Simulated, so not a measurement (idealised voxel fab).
Proc. module: voxel gate over fins
It is cross-section cut that appears here, measuring 240 nm in width, its square cells being 5 nm in size.
Throughout this document, each cross-section is represented as a grid of square cells and is presented as a sequence of bands enumerated from the top downward, where a band comprises one or more rows of cells.
In this notation a band is specified by the heights of its top and bottom, in that order and in nm, after which its materials appear from left to right, each paired with its width in nm. The word "full width" attached to a single material means that material fills the band from edge to edge; the word "air" stands for empty space.
The reference from which all heights are counted is 0, the level beneath which the as-received wafer is entirely one material; the lowest band, having no lower bound, proceeds downward and is written after the example "0 down".
A width such as "30->40" changes by the same amount from each row of cells to the next, from the band's top row to its bottom row.
"same as before" -> step changed no cross-section cell.
Heads up: "Closed-off voids" only lists the empty pockets with no open path to the top that are 8 cells or more, and it writes them as width x height at distance, distance from the left edge, in nm.
Text after the settings on a step's line: the simulator's own remark on that step.
A step line may carry the setting "overlay nm", which, for steps involving a mask, states the distance by which the mask lay to the right of its intended position; negative values denote displacement to the left.
So the way this works: pairs, before and after one process step. The after picture only goes down to the lowest band that actually changed, nothing below. Step and its settings are under each pair. And watch out, pairs might come from different runs of this module, same starting wafer though, so a pair only follows on from the one above if its "State before step" entry tells you so.

**State before step**
> 0 down = Si full width
> Closed-off voids: none

**State After Step**
> 5 to 0 = SiN full width
> At heights below 0, the structure remains unaltered.
> Closed-off voids: none
What was done to get from the upper cross-section to the lower one? CONFORMAL_DEP [material SiN] [thk nm 5]

State before step: starting point is the after cross-section of the pair just above.

**State After Step**
> 25 to 5 = air 55, then resist 15, then air 40, then resist 15, then air 40, then resist 15, then air 60
> At heights below 5, the structure remains unaltered.
> Closed-off voids: none
What was done to get from the upper cross-section to the lower one? PATTERN [tone cover] [mask id FINS] [material resist] [width nm 15] [pitch nm 55] [thk nm 20] [overlay nm 0]

State before step: starting point is the after cross-section of the pair just above.

**State After Step**
> 25 to 5 = air 55, then resist 15, then air 40, then resist 15, then air 40, then resist 15, then air 60
> 5 to 0 = air 55, then SiN 15, then air 40, then SiN 15, then air 40, then SiN 15, then air 60
> At heights below 0, the structure remains unaltered.
> Closed-off voids: none
What was done to get from the upper cross-section to the lower one? DIRECTIONAL_ETCH [etch materials SiN] [depth nm 5]

State before step: starting point is the after cross-section of the pair just above.

**State After Step**
> 25 to 5 = air 55, then resist 15, then air 40, then resist 15, then air 40, then resist 15, then air 60
> 5 to 0 = air 55, then SiN 15, then air 40, then SiN 15, then air 40, then SiN 15, then air 60
> 0 to -40 = air 55, then Si 15, then air 40, then Si 15, then air 40, then Si 15, then air 60
> At heights below -40, the structure remains unaltered.
> Closed-off voids: none
What was done to get from the upper cross-section to the lower one? DIRECTIONAL_ETCH [etch materials Si] [depth nm 40]

State before step: starting point is the after cross-section of the pair just above.

**State After Step**
> 5 to 0 = air 55, then SiN 15, then air 40, then SiN 15, then air 40, then SiN 15, then air 60
> At heights below 0, the structure remains unaltered.
> Closed-off voids: none
What was done to get from the upper cross-section to the lower one? STRIP [etch materials resist]

State before step: starting point is the after cross-section of the pair just above.

**State After Step**
> 10 to 5 = SiO2 full width
> 5 to 0 = SiO2 55, then SiN 15, then SiO2 40, then SiN 15, then SiO2 40, then SiN 15, then SiO2 60
> 0 to -40 = SiO2 55, then Si 15, then SiO2 40, then Si 15, then SiO2 40, then Si 15, then SiO2 60
> At heights below -40, the structure remains unaltered.
> Closed-off voids: none
What was done to get from the upper cross-section to the lower one? FILL_DEP [material SiO2] [thk nm 5]

State before step: starting point is the after cross-section of the pair just above.

**State After Step**
> 5 to 0 = SiO2 55, then SiN 15, then SiO2 40, then SiN 15, then SiO2 40, then SiN 15, then SiO2 60
> At heights below 0, the structure remains unaltered.
> Closed-off voids: none
What was done to get from the upper cross-section to the lower one? CMP [height nm 5]

State before step: starting point is the after cross-section of the pair just above.

**State After Step**
> 5 to 0 = SiO2 55, then SiN 15, then SiO2 10, then air 15, then SiO2 15, then SiN 15, then SiO2 40, then SiN 15, then SiO2 60
> 0 to -35 = SiO2 55, then Si 15, then SiO2 10, then air 15, then SiO2 15, then Si 15, then SiO2 40, then Si 15, then SiO2 60
> At heights below -35, the structure remains unaltered.
> Closed-off voids: none
What was done to get from the upper cross-section to the lower one? MASKED_ETCH [tone open] [mask id RAIL] [width nm 15] [etch materials SiO2] [depth nm 40] [overlay nm 0]

State before step: starting point is the after cross-section of the pair just above.

**State After Step**
> 10 to 5 = TiN 85, then air 5, then TiN 150
> 5 to 0 = SiO2 55, then SiN 15, then SiO2 10, then TiN 5, then air 5, then TiN 5, then SiO2 15, then SiN 15, then SiO2 40, then SiN 15, then SiO2 60
> 0 to -30 = SiO2 55, then Si 15, then SiO2 10, then TiN 5, then air 5, then TiN 5, then SiO2 15, then Si 15, then SiO2 40, then Si 15, then SiO2 60
> -30 to -35 = SiO2 55, then Si 15, then SiO2 10, then TiN 15, then SiO2 15, then Si 15, then SiO2 40, then Si 15, then SiO2 60
> At heights below -35, the structure remains unaltered.
> Closed-off voids: none
What was done to get from the upper cross-section to the lower one? CONFORMAL_DEP [material TiN] [thk nm 5]

State before step: starting point is the after cross-section of the pair just above.

**State After Step**
> 20 to 10 = W full width
> 10 to 5 = TiN 85, then W 5, then TiN 150
> 5 to 0 = SiO2 55, then SiN 15, then SiO2 10, then TiN 5, then W 5, then TiN 5, then SiO2 15, then SiN 15, then SiO2 40, then SiN 15, then SiO2 60
> 0 to -30 = SiO2 55, then Si 15, then SiO2 10, then TiN 5, then W 5, then TiN 5, then SiO2 15, then Si 15, then SiO2 40, then Si 15, then SiO2 60
> At heights below -30, the structure remains unaltered.
> Closed-off voids: none
What was done to get from the upper cross-section to the lower one? FILL_DEP [material W] [thk nm 10]

State before step: starting point is the after cross-section of the pair just above.

**State After Step**
> 5 to 0 = SiO2 55, then SiN 15, then SiO2 10, then TiN 5, then W 5, then TiN 5, then SiO2 15, then SiN 15, then SiO2 40, then SiN 15, then SiO2 60
> At heights below 0, the structure remains unaltered.
> Closed-off voids: none
What was done to get from the upper cross-section to the lower one? CMP [height nm 5]

State before step: starting point is the after cross-section of the pair just above.

**State After Step**
> 5 to 0 = SiO2 55, then SiN 15, then SiO2 10, then air 15, then SiO2 15, then SiN 15, then SiO2 40, then SiN 15, then SiO2 60
> 0 to -20 = SiO2 55, then Si 15, then SiO2 10, then air 15, then SiO2 15, then Si 15, then SiO2 40, then Si 15, then SiO2 60
> At heights below -20, the structure remains unaltered.
> Closed-off voids: none
What was done to get from the upper cross-section to the lower one? SELECTIVE_ETCH [etch materials W Ru TiN] [depth nm 25]

State before step: starting point is the after cross-section of the pair just above.

**State After Step**
> 10 to 5 = SiO2 full width
> 5 to 0 = SiO2 55, then SiN 15, then SiO2 40, then SiN 15, then SiO2 40, then SiN 15, then SiO2 60
> 0 to -20 = SiO2 55, then Si 15, then SiO2 40, then Si 15, then SiO2 40, then Si 15, then SiO2 60
> At heights below -20, the structure remains unaltered.
> Closed-off voids: none
What was done to get from the upper cross-section to the lower one? FILL_DEP [material SiO2] [thk nm 5]

State before step: starting point is the after cross-section of the pair just above.

**State After Step**
> 5 to 0 = SiO2 55, then SiN 15, then SiO2 40, then SiN 15, then SiO2 40, then SiN 15, then SiO2 60
> At heights below 0, the structure remains unaltered.
> Closed-off voids: none
What was done to get from the upper cross-section to the lower one? CMP [height nm 5]

State before step: starting point is the after cross-section of the pair just above.

**State After Step**
> 5 to 0 = air 55, then SiN 15, then air 40, then SiN 15, then air 40, then SiN 15, then air 60
> 0 to -15 = air 55, then Si 15, then air 40, then Si 15, then air 40, then Si 15, then air 60
> At heights below -15, the structure remains unaltered.
> Closed-off voids: none
What was done to get from the upper cross-section to the lower one? SELECTIVE_ETCH [etch materials SiO2] [depth nm 20]

State before step: starting point is the after cross-section of the pair just above.

**State After Step**
> 0 to -15 = air 55, then Si 15, then air 40, then Si 15, then air 40, then Si 15, then air 60
> At heights below -15, the structure remains unaltered.
> Closed-off voids: none
What was done to get from the upper cross-section to the lower one? STRIP [etch materials SiN]

State before step: starting point is the after cross-section of the pair just above.

**State After Step**
> 5 to 0 = air 50, then HfO2 25, then air 30, then HfO2 25, then air 30, then HfO2 25, then air 55
> 0 to -10 = air 50, then HfO2 5, then Si 15, then HfO2 5, then air 30, then HfO2 5, then Si 15, then HfO2 5, then air 30, then HfO2 5, then Si 15, then HfO2 5, then air 55
> -10 to -15 = HfO2 55, then Si 15, then HfO2 40, then Si 15, then HfO2 40, then Si 15, then HfO2 60
> At heights below -15, the structure remains unaltered.
> Closed-off voids: none
What was done to get from the upper cross-section to the lower one? CONFORMAL_DEP [material HfO2] [thk nm 5]

State before step: starting point is the after cross-section of the pair just above.

**State After Step**
> 10 to 5 = air 45, then TiN 35, then air 20, then TiN 35, then air 20, then TiN 35, then air 50
> 5 to 0 = air 45, then TiN 5, then HfO2 25, then TiN 5, then air 20, then TiN 5, then HfO2 25, then TiN 5, then air 20, then TiN 5, then HfO2 25, then TiN 5, then air 50
> 0 to -5 = air 45, then TiN 5, then HfO2 5, then Si 15, then HfO2 5, then TiN 5, then air 20, then TiN 5, then HfO2 5, then Si 15, then HfO2 5, then TiN 5, then air 20, then TiN 5, then HfO2 5, then Si 15, then HfO2 5, then TiN 5, then air 50
> -5 to -10 = TiN 50, then HfO2 5, then Si 15, then HfO2 5, then TiN 30, then HfO2 5, then Si 15, then HfO2 5, then TiN 30, then HfO2 5, then Si 15, then HfO2 5, then TiN 55
> At heights below -10, the structure remains unaltered.
> Closed-off voids: none
What was done to get from the upper cross-section to the lower one? CONFORMAL_DEP [material TiN] [thk nm 5]

State before step: starting point is the after cross-section of the pair just above.

**State After Step**
> 15 to 10 = air 40, then TiAl 45, then air 10, then TiAl 45, then air 10, then TiAl 45, then air 45
> 10 to 5 = air 40, then TiAl 5, then TiN 35, then TiAl 5, then air 10, then TiAl 5, then TiN 35, then TiAl 5, then air 10, then TiAl 5, then TiN 35, then TiAl 5, then air 45
> 5 to 0 = air 40, then TiAl 5, then TiN 5, then HfO2 25, then TiN 5, then TiAl 5, then air 10, then TiAl 5, then TiN 5, then HfO2 25, then TiN 5, then TiAl 5, then air 10, then TiAl 5, then TiN 5, then HfO2 25, then TiN 5, then TiAl 5, then air 45
> 0 to -5 = TiAl 45, then TiN 5, then HfO2 5, then Si 15, then HfO2 5, then TiN 5, then TiAl 20, then TiN 5, then HfO2 5, then Si 15, then HfO2 5, then TiN 5, then TiAl 20, then TiN 5, then HfO2 5, then Si 15, then HfO2 5, then TiN 5, then TiAl 50
> At heights below -5, the structure remains unaltered.
> Closed-off voids: none
What was done to get from the upper cross-section to the lower one? CONFORMAL_DEP [material TiAl] [thk nm 5]

State before step: starting point is the after cross-section of the pair just above.

**State After Step**
> 20 to 15 = air 35, then TiN 165, then air 40
> 15 to 10 = air 35, then TiN 5, then TiAl 45, then TiN 10, then TiAl 45, then TiN 10, then TiAl 45, then TiN 5, then air 40
> 10 to 5 = air 35, then TiN 5, then TiAl 5, then TiN 35, then TiAl 5, then TiN 10, then TiAl 5, then TiN 35, then TiAl 5, then TiN 10, then TiAl 5, then TiN 35, then TiAl 5, then TiN 5, then air 40
> 5 to 0 = TiN 40, then TiAl 5, then TiN 5, then HfO2 25, then TiN 5, then TiAl 5, then TiN 10, then TiAl 5, then TiN 5, then HfO2 25, then TiN 5, then TiAl 5, then TiN 10, then TiAl 5, then TiN 5, then HfO2 25, then TiN 5, then TiAl 5, then TiN 45
> At heights below 0, the structure remains unaltered.
> Closed-off voids: none
What was done to get from the upper cross-section to the lower one? CONFORMAL_DEP [material TiN] [thk nm 5]

State before step: starting point is the after cross-section of the pair just above.

**State After Step**
> 35 to 20 = W full width
> 20 to 15 = W 35, then TiN 165, then W 40
> 15 to 10 = W 35, then TiN 5, then TiAl 45, then TiN 10, then TiAl 45, then TiN 10, then TiAl 45, then TiN 5, then W 40
> 10 to 5 = W 35, then TiN 5, then TiAl 5, then TiN 35, then TiAl 5, then TiN 10, then TiAl 5, then TiN 35, then TiAl 5, then TiN 10, then TiAl 5, then TiN 35, then TiAl 5, then TiN 5, then W 40
> At heights below 5, the structure remains unaltered.
> Closed-off voids: none
What was done to get from the upper cross-section to the lower one? FILL_DEP [material W] [thk nm 15]

State before step: starting point is the after cross-section of the pair just above.

**State After Step**
> 30 to 20 = W full width
> At heights below 20, the structure remains unaltered.
> Closed-off voids: none
What was done to get from the upper cross-section to the lower one? CMP [height nm 30]

State before step: starting point is the after cross-section of the pair just above.

**State After Step**
> 35 to 30 = SiCN full width
> At heights below 30, the structure remains unaltered.
> Closed-off voids: none
What was done to get from the upper cross-section to the lower one? CONFORMAL_DEP [material SiCN] [thk nm 5]

**State before step**
> 5 to 0 = air 50, then HfO2 25, then air 30, then HfO2 25, then air 30, then HfO2 25, then air 55
> 0 to -10 = air 50, then HfO2 5, then Si 15, then HfO2 5, then air 30, then HfO2 5, then Si 15, then HfO2 5, then air 30, then HfO2 5, then Si 15, then HfO2 5, then air 55
> -10 to -15 = HfO2 55, then Si 15, then HfO2 40, then Si 15, then HfO2 40, then Si 15, then HfO2 60
> -15 to -20 = SiO2 55, then Si 15, then SiO2 40, then Si 15, then SiO2 40, then Si 15, then SiO2 60
> -20 to -30 = SiO2 55, then Si 15, then SiO2 10, then TiN 5, then W 5, then TiN 5, then SiO2 15, then Si 15, then SiO2 40, then Si 15, then SiO2 60
> -30 to -35 = SiO2 55, then Si 15, then SiO2 10, then TiN 15, then SiO2 15, then Si 15, then SiO2 40, then Si 15, then SiO2 60
> -35 to -40 = SiO2 55, then Si 15, then SiO2 40, then Si 15, then SiO2 40, then Si 15, then SiO2 60
> -40 down = Si full width
> Closed-off voids: none

**State After Step**
> 10 to 5 = air 45, then TiAl 35, then air 20, then TiAl 35, then air 20, then TiAl 35, then air 50
> 5 to 0 = air 45, then TiAl 5, then HfO2 25, then TiAl 5, then air 20, then TiAl 5, then HfO2 25, then TiAl 5, then air 20, then TiAl 5, then HfO2 25, then TiAl 5, then air 50
> 0 to -5 = air 45, then TiAl 5, then HfO2 5, then Si 15, then HfO2 5, then TiAl 5, then air 20, then TiAl 5, then HfO2 5, then Si 15, then HfO2 5, then TiAl 5, then air 20, then TiAl 5, then HfO2 5, then Si 15, then HfO2 5, then TiAl 5, then air 50
> -5 to -10 = TiAl 50, then HfO2 5, then Si 15, then HfO2 5, then TiAl 30, then HfO2 5, then Si 15, then HfO2 5, then TiAl 30, then HfO2 5, then Si 15, then HfO2 5, then TiAl 55
> At heights below -10, the structure remains unaltered.
> Closed-off voids: none
What was done to get from the upper cross-section to the lower one? CONFORMAL_DEP [material TiAl] [thk nm 5]

State before step: starting point is the after cross-section of the pair just above.

**State After Step**
> 15 to 10 = air 40, then TiN 45, then air 10, then TiN 45, then air 10, then TiN 45, then air 45
> 10 to 5 = air 40, then TiN 5, then TiAl 35, then TiN 5, then air 10, then TiN 5, then TiAl 35, then TiN 5, then air 10, then TiN 5, then TiAl 35, then TiN 5, then air 45
> 5 to 0 = air 40, then TiN 5, then TiAl 5, then HfO2 25, then TiAl 5, then TiN 5, then air 10, then TiN 5, then TiAl 5, then HfO2 25, then TiAl 5, then TiN 5, then air 10, then TiN 5, then TiAl 5, then HfO2 25, then TiAl 5, then TiN 5, then air 45
> 0 to -5 = TiN 45, then TiAl 5, then HfO2 5, then Si 15, then HfO2 5, then TiAl 5, then TiN 20, then TiAl 5, then HfO2 5, then Si 15, then HfO2 5, then TiAl 5, then TiN 20, then TiAl 5, then HfO2 5, then Si 15, then HfO2 5, then TiAl 5, then TiN 50
> At heights below -5, the structure remains unaltered.
> Closed-off voids: none
What was done to get from the upper cross-section to the lower one? CONFORMAL_DEP [material TiN] [thk nm 5]

State before step: starting point is the after cross-section of the pair just above.

**State After Step**
> 30 to 15 = W full width
> 15 to 10 = W 40, then TiN 45, then W 10, then TiN 45, then W 10, then TiN 45, then W 45
> 10 to 5 = W 40, then TiN 5, then TiAl 35, then TiN 5, then W 10, then TiN 5, then TiAl 35, then TiN 5, then W 10, then TiN 5, then TiAl 35, then TiN 5, then W 45
> 5 to 0 = W 40, then TiN 5, then TiAl 5, then HfO2 25, then TiAl 5, then TiN 5, then W 10, then TiN 5, then TiAl 5, then HfO2 25, then TiAl 5, then TiN 5, then W 10, then TiN 5, then TiAl 5, then HfO2 25, then TiAl 5, then TiN 5, then W 45
> At heights below 0, the structure remains unaltered.
> Closed-off voids: none
What was done to get from the upper cross-section to the lower one? FILL_DEP [material W] [thk nm 15]

State before step: starting point is the after cross-section of the pair just above.

**State After Step**
> 35 to 30 = SiCN full width
> At heights below 30, the structure remains unaltered.
> Closed-off voids: none
What was done to get from the upper cross-section to the lower one? CONFORMAL_DEP [material SiCN] [thk nm 5]

**State before step**
> 25 to 5 = air 55, then resist 15, then air 40, then resist 15, then air 40, then resist 15, then air 60
> 5 to 0 = air 55, then SiN 15, then air 40, then SiN 15, then air 40, then SiN 15, then air 60
> 0 to -40 = air 55, then Si 15, then air 40, then Si 15, then air 40, then Si 15, then air 60
> -40 down = Si full width
> Closed-off voids: none

**State After Step**
> 25 to 5 = air 55, then resist 15, then air 40, then resist 15, then air 40, then resist 15, then air 60
> 5 to 0 = air 55, then SiN 15, then air 40, then SiN 15, then air 40, then SiN 15, then air 60
> 0 to -80 = air 55, then Si 15, then air 40, then Si 15, then air 40, then Si 15, then air 60
> At heights below -80, the structure remains unaltered.
> Closed-off voids: none
What was done to get from the upper cross-section to the lower one? DIRECTIONAL_ETCH [etch materials Si] [depth nm 40]

State before step: starting point is the after cross-section of the pair just above.

**State After Step**
> 5 to 0 = air 55, then SiN 15, then air 40, then SiN 15, then air 40, then SiN 15, then air 60
> At heights below 0, the structure remains unaltered.
> Closed-off voids: none
What was done to get from the upper cross-section to the lower one? STRIP [etch materials resist]

State before step: starting point is the after cross-section of the pair just above.

**State After Step**
> 10 to 5 = SiO2 full width
> 5 to 0 = SiO2 55, then SiN 15, then SiO2 40, then SiN 15, then SiO2 40, then SiN 15, then SiO2 60
> 0 to -80 = SiO2 55, then Si 15, then SiO2 40, then Si 15, then SiO2 40, then Si 15, then SiO2 60
> At heights below -80, the structure remains unaltered.
> Closed-off voids: none
What was done to get from the upper cross-section to the lower one? FILL_DEP [material SiO2] [thk nm 5]

State before step: starting point is the after cross-section of the pair just above.

**State After Step**
> 5 to 0 = SiO2 55, then SiN 15, then SiO2 40, then SiN 15, then SiO2 40, then SiN 15, then SiO2 60
> At heights below 0, the structure remains unaltered.
> Closed-off voids: none
What was done to get from the upper cross-section to the lower one? CMP [height nm 5]

State before step: starting point is the after cross-section of the pair just above.

**State After Step**
> 5 to 0 = SiO2 55, then SiN 15, then SiO2 10, then air 15, then SiO2 15, then SiN 15, then SiO2 40, then SiN 15, then SiO2 60
> 0 to -35 = SiO2 55, then Si 15, then SiO2 10, then air 15, then SiO2 15, then Si 15, then SiO2 40, then Si 15, then SiO2 60
> At heights below -35, the structure remains unaltered.
> Closed-off voids: none
What was done to get from the upper cross-section to the lower one? MASKED_ETCH [tone open] [mask id RAIL] [width nm 15] [etch materials SiO2] [depth nm 40] [overlay nm 0]

State before step: starting point is the after cross-section of the pair just above.

**State After Step**
> 10 to 5 = TiN 85, then air 5, then TiN 150
> 5 to 0 = SiO2 55, then SiN 15, then SiO2 10, then TiN 5, then air 5, then TiN 5, then SiO2 15, then SiN 15, then SiO2 40, then SiN 15, then SiO2 60
> 0 to -30 = SiO2 55, then Si 15, then SiO2 10, then TiN 5, then air 5, then TiN 5, then SiO2 15, then Si 15, then SiO2 40, then Si 15, then SiO2 60
> -30 to -35 = SiO2 55, then Si 15, then SiO2 10, then TiN 15, then SiO2 15, then Si 15, then SiO2 40, then Si 15, then SiO2 60
> At heights below -35, the structure remains unaltered.
> Closed-off voids: none
What was done to get from the upper cross-section to the lower one? CONFORMAL_DEP [material TiN] [thk nm 5]

State before step: starting point is the after cross-section of the pair just above.

**State After Step**
> 20 to 10 = W full width
> 10 to 5 = TiN 85, then W 5, then TiN 150
> 5 to 0 = SiO2 55, then SiN 15, then SiO2 10, then TiN 5, then W 5, then TiN 5, then SiO2 15, then SiN 15, then SiO2 40, then SiN 15, then SiO2 60
> 0 to -30 = SiO2 55, then Si 15, then SiO2 10, then TiN 5, then W 5, then TiN 5, then SiO2 15, then Si 15, then SiO2 40, then Si 15, then SiO2 60
> At heights below -30, the structure remains unaltered.
> Closed-off voids: none
What was done to get from the upper cross-section to the lower one? FILL_DEP [material W] [thk nm 10]

State before step: starting point is the after cross-section of the pair just above.

**State After Step**
> 5 to 0 = SiO2 55, then SiN 15, then SiO2 10, then TiN 5, then W 5, then TiN 5, then SiO2 15, then SiN 15, then SiO2 40, then SiN 15, then SiO2 60
> At heights below 0, the structure remains unaltered.
> Closed-off voids: none
What was done to get from the upper cross-section to the lower one? CMP [height nm 5]

State before step: starting point is the after cross-section of the pair just above.

**State After Step**
> 5 to 0 = SiO2 55, then SiN 15, then SiO2 10, then air 15, then SiO2 15, then SiN 15, then SiO2 40, then SiN 15, then SiO2 60
> 0 to -20 = SiO2 55, then Si 15, then SiO2 10, then air 15, then SiO2 15, then Si 15, then SiO2 40, then Si 15, then SiO2 60
> At heights below -20, the structure remains unaltered.
> Closed-off voids: none
What was done to get from the upper cross-section to the lower one? SELECTIVE_ETCH [etch materials W Ru TiN] [depth nm 25]

State before step: starting point is the after cross-section of the pair just above.

**State After Step**
> 10 to 5 = SiO2 full width
> 5 to 0 = SiO2 55, then SiN 15, then SiO2 40, then SiN 15, then SiO2 40, then SiN 15, then SiO2 60
> 0 to -20 = SiO2 55, then Si 15, then SiO2 40, then Si 15, then SiO2 40, then Si 15, then SiO2 60
> At heights below -20, the structure remains unaltered.
> Closed-off voids: none
What was done to get from the upper cross-section to the lower one? FILL_DEP [material SiO2] [thk nm 5]

State before step: starting point is the after cross-section of the pair just above.

**State After Step**
> 5 to 0 = SiO2 55, then SiN 15, then SiO2 40, then SiN 15, then SiO2 40, then SiN 15, then SiO2 60
> At heights below 0, the structure remains unaltered.
> Closed-off voids: none
What was done to get from the upper cross-section to the lower one? CMP [height nm 5]

State before step: starting point is the after cross-section of the pair just above.

**State After Step**
> 5 to 0 = air 55, then SiN 15, then air 40, then SiN 15, then air 40, then SiN 15, then air 60
> 0 to -15 = air 55, then Si 15, then air 40, then Si 15, then air 40, then Si 15, then air 60
> At heights below -15, the structure remains unaltered.
> Closed-off voids: none
What was done to get from the upper cross-section to the lower one? SELECTIVE_ETCH [etch materials SiO2] [depth nm 20]

State before step: starting point is the after cross-section of the pair just above.

**State After Step**
> 0 to -15 = air 55, then Si 15, then air 40, then Si 15, then air 40, then Si 15, then air 60
> At heights below -15, the structure remains unaltered.
> Closed-off voids: none
What was done to get from the upper cross-section to the lower one? STRIP [etch materials SiN]

State before step: starting point is the after cross-section of the pair just above.

**State After Step**
> 5 to 0 = air 50, then HfO2 25, then air 30, then HfO2 25, then air 30, then HfO2 25, then air 55
> 0 to -10 = air 50, then HfO2 5, then Si 15, then HfO2 5, then air 30, then HfO2 5, then Si 15, then HfO2 5, then air 30, then HfO2 5, then Si 15, then HfO2 5, then air 55
> -10 to -15 = HfO2 55, then Si 15, then HfO2 40, then Si 15, then HfO2 40, then Si 15, then HfO2 60
> At heights below -15, the structure remains unaltered.
> Closed-off voids: none
What was done to get from the upper cross-section to the lower one? CONFORMAL_DEP [material HfO2] [thk nm 5]

State before step: starting point is the after cross-section of the pair just above.

**State After Step**
> 10 to 5 = air 45, then TiN 35, then air 20, then TiN 35, then air 20, then TiN 35, then air 50
> 5 to 0 = air 45, then TiN 5, then HfO2 25, then TiN 5, then air 20, then TiN 5, then HfO2 25, then TiN 5, then air 20, then TiN 5, then HfO2 25, then TiN 5, then air 50
> 0 to -5 = air 45, then TiN 5, then HfO2 5, then Si 15, then HfO2 5, then TiN 5, then air 20, then TiN 5, then HfO2 5, then Si 15, then HfO2 5, then TiN 5, then air 20, then TiN 5, then HfO2 5, then Si 15, then HfO2 5, then TiN 5, then air 50
> -5 to -10 = TiN 50, then HfO2 5, then Si 15, then HfO2 5, then TiN 30, then HfO2 5, then Si 15, then HfO2 5, then TiN 30, then HfO2 5, then Si 15, then HfO2 5, then TiN 55
> At heights below -10, the structure remains unaltered.
> Closed-off voids: none
What was done to get from the upper cross-section to the lower one? CONFORMAL_DEP [material TiN] [thk nm 5]

State before step: starting point is the after cross-section of the pair just above.

**State After Step**
> 15 to 10 = air 40, then TiAl 45, then air 10, then TiAl 45, then air 10, then TiAl 45, then air 45
> 10 to 5 = air 40, then TiAl 5, then TiN 35, then TiAl 5, then air 10, then TiAl 5, then TiN 35, then TiAl 5, then air 10, then TiAl 5, then TiN 35, then TiAl 5, then air 45
> 5 to 0 = air 40, then TiAl 5, then TiN 5, then HfO2 25, then TiN 5, then TiAl 5, then air 10, then TiAl 5, then TiN 5, then HfO2 25, then TiN 5, then TiAl 5, then air 10, then TiAl 5, then TiN 5, then HfO2 25, then TiN 5, then TiAl 5, then air 45
> 0 to -5 = TiAl 45, then TiN 5, then HfO2 5, then Si 15, then HfO2 5, then TiN 5, then TiAl 20, then TiN 5, then HfO2 5, then Si 15, then HfO2 5, then TiN 5, then TiAl 20, then TiN 5, then HfO2 5, then Si 15, then HfO2 5, then TiN 5, then TiAl 50
> At heights below -5, the structure remains unaltered.
> Closed-off voids: none
What was done to get from the upper cross-section to the lower one? CONFORMAL_DEP [material TiAl] [thk nm 5]

State before step: starting point is the after cross-section of the pair just above.

**State After Step**
> 20 to 15 = air 35, then TiN 165, then air 40
> 15 to 10 = air 35, then TiN 5, then TiAl 45, then TiN 10, then TiAl 45, then TiN 10, then TiAl 45, then TiN 5, then air 40
> 10 to 5 = air 35, then TiN 5, then TiAl 5, then TiN 35, then TiAl 5, then TiN 10, then TiAl 5, then TiN 35, then TiAl 5, then TiN 10, then TiAl 5, then TiN 35, then TiAl 5, then TiN 5, then air 40
> 5 to 0 = TiN 40, then TiAl 5, then TiN 5, then HfO2 25, then TiN 5, then TiAl 5, then TiN 10, then TiAl 5, then TiN 5, then HfO2 25, then TiN 5, then TiAl 5, then TiN 10, then TiAl 5, then TiN 5, then HfO2 25, then TiN 5, then TiAl 5, then TiN 45
> At heights below 0, the structure remains unaltered.
> Closed-off voids: none
What was done to get from the upper cross-section to the lower one? CONFORMAL_DEP [material TiN] [thk nm 5]

State before step: starting point is the after cross-section of the pair just above.

**State After Step**
> 35 to 20 = W full width
> 20 to 15 = W 35, then TiN 165, then W 40
> 15 to 10 = W 35, then TiN 5, then TiAl 45, then TiN 10, then TiAl 45, then TiN 10, then TiAl 45, then TiN 5, then W 40
> 10 to 5 = W 35, then TiN 5, then TiAl 5, then TiN 35, then TiAl 5, then TiN 10, then TiAl 5, then TiN 35, then TiAl 5, then TiN 10, then TiAl 5, then TiN 35, then TiAl 5, then TiN 5, then W 40
> At heights below 5, the structure remains unaltered.
> Closed-off voids: none
What was done to get from the upper cross-section to the lower one? FILL_DEP [material W] [thk nm 15]

State before step: starting point is the after cross-section of the pair just above.

**State After Step**
> 30 to 20 = W full width
> At heights below 20, the structure remains unaltered.
> Closed-off voids: none
What was done to get from the upper cross-section to the lower one? CMP [height nm 30]

State before step: starting point is the after cross-section of the pair just above.

**State After Step**
> 35 to 30 = SiCN full width
> At heights below 30, the structure remains unaltered.
> Closed-off voids: none
What was done to get from the upper cross-section to the lower one? CONFORMAL_DEP [material SiCN] [thk nm 5]

**State before step**
> 10 to 5 = air 45, then TiN 35, then air 20, then TiN 35, then air 20, then TiN 35, then air 50
> 5 to 0 = air 45, then TiN 5, then HfO2 25, then TiN 5, then air 20, then TiN 5, then HfO2 25, then TiN 5, then air 20, then TiN 5, then HfO2 25, then TiN 5, then air 50
> 0 to -5 = air 45, then TiN 5, then HfO2 5, then Si 15, then HfO2 5, then TiN 5, then air 20, then TiN 5, then HfO2 5, then Si 15, then HfO2 5, then TiN 5, then air 20, then TiN 5, then HfO2 5, then Si 15, then HfO2 5, then TiN 5, then air 50
> -5 to -10 = TiN 50, then HfO2 5, then Si 15, then HfO2 5, then TiN 30, then HfO2 5, then Si 15, then HfO2 5, then TiN 30, then HfO2 5, then Si 15, then HfO2 5, then TiN 55
> -10 to -15 = HfO2 55, then Si 15, then HfO2 40, then Si 15, then HfO2 40, then Si 15, then HfO2 60
> -15 to -20 = SiO2 55, then Si 15, then SiO2 40, then Si 15, then SiO2 40, then Si 15, then SiO2 60
> -20 to -30 = SiO2 55, then Si 15, then SiO2 10, then TiN 5, then W 5, then TiN 5, then SiO2 15, then Si 15, then SiO2 40, then Si 15, then SiO2 60
> -30 to -35 = SiO2 55, then Si 15, then SiO2 10, then TiN 15, then SiO2 15, then Si 15, then SiO2 40, then Si 15, then SiO2 60
> -35 to -40 = SiO2 55, then Si 15, then SiO2 40, then Si 15, then SiO2 40, then Si 15, then SiO2 60
> -40 down = Si full width
> Closed-off voids: none

**State After Step**
> 15 to 5 = air 40, then TiN 45, then air 10, then TiN 45, then air 10, then TiN 45, then air 45
> 5 to 0 = air 40, then TiN 10, then HfO2 25, then TiN 10, then air 10, then TiN 10, then HfO2 25, then TiN 10, then air 10, then TiN 10, then HfO2 25, then TiN 10, then air 45
> 0 to -10 = TiN 50, then HfO2 5, then Si 15, then HfO2 5, then TiN 30, then HfO2 5, then Si 15, then HfO2 5, then TiN 30, then HfO2 5, then Si 15, then HfO2 5, then TiN 55
> At heights below -10, the structure remains unaltered.
> Closed-off voids: none
What was done to get from the upper cross-section to the lower one? CONFORMAL_DEP [material TiN] [thk nm 5]

State before step: starting point is the after cross-section of the pair just above.

**State After Step**
> 20 to 15 = air 35, then TiAl 165, then air 40
> 15 to 5 = air 35, then TiAl 5, then TiN 45, then TiAl 10, then TiN 45, then TiAl 10, then TiN 45, then TiAl 5, then air 40
> 5 to 0 = TiAl 40, then TiN 10, then HfO2 25, then TiN 10, then TiAl 10, then TiN 10, then HfO2 25, then TiN 10, then TiAl 10, then TiN 10, then HfO2 25, then TiN 10, then TiAl 45
> At heights below 0, the structure remains unaltered.
> Closed-off voids: none
What was done to get from the upper cross-section to the lower one? CONFORMAL_DEP [material TiAl] [thk nm 5]
